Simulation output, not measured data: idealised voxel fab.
process module | voxel plated lines
cross-section cut | 225 nm wide | cells 5 nm
A cross-section is a grid of square cells, given in bands from the top down. A band is one or more rows of cells.
Each band's line starts with the height of the band's top and of its bottom, in nm. Then come its materials from left to right, each with its width in nm. One material with "throughout" fills the band from edge to edge. "air" is empty space.
Height 0 is the level under which the wafer as received is all one material. The lowest band goes on downwards, as in "0 down".
A width such as "30 to 40" changes by the same amount from each row of cells to the next, from the band's top row to its bottom row.
"no change" after a step means that no cell of the cross-section changed.
closed voids: empty space of 8 cells or more with no open way to the top, each as width x height at its distance from the left edge, in nm
after a step's settings: what the simulator itself notes on the step
overlay nm, on a step with a mask: how far to the right of its planned place the mask lay; to the left if negative
plan
1 op RECEIVE | material Si
2 op CONFORMAL_DEP | material SiO2 | thk nm 10
3 op DIRECTIONAL_DEP | material TiN | thk nm 5
4 op PATTERN | tone open | mask id LINES | material resist | width nm 15 | pitch nm 35 | thk nm 20 | overlay nm 0
5 op EPI | material Ru | thk nm 5
6 op STRIP | etch materials resist
7 op DIRECTIONAL_ETCH | etch materials TiN | depth nm 5
8 op CONFORMAL_DEP | material SiO2 | thk nm 10
as received, after step 1
  0 down: Si throughout
  closed voids: none
first wafer at the end, as planned
  30 to 20: air 40 | SiO2 140 | air 45
  20 to 15: SiO2 50 | Ru 15 | SiO2 20 | Ru 15 | SiO2 20 | Ru 15 | SiO2 20 | Ru 15 | SiO2 55
  15 to 10: SiO2 50 | TiN 15 | SiO2 20 | TiN 15 | SiO2 20 | TiN 15 | SiO2 20 | TiN 15 | SiO2 55
  10 to 0: SiO2 throughout
  0 down: Si throughout
  closed voids: none
second wafer at the end: like start, like plan, one mistake
  25 to 0: SiO2 throughout
  0 down: Si throughout
  closed voids: none
what went wrong: step 3 ran as: op DIRECTIONAL_DEP | material SiO2 | thk nm 5
at the end the second wafer has, in cells: 12 fewer of Ru | 13 more of SiO2 | 12 fewer of TiN
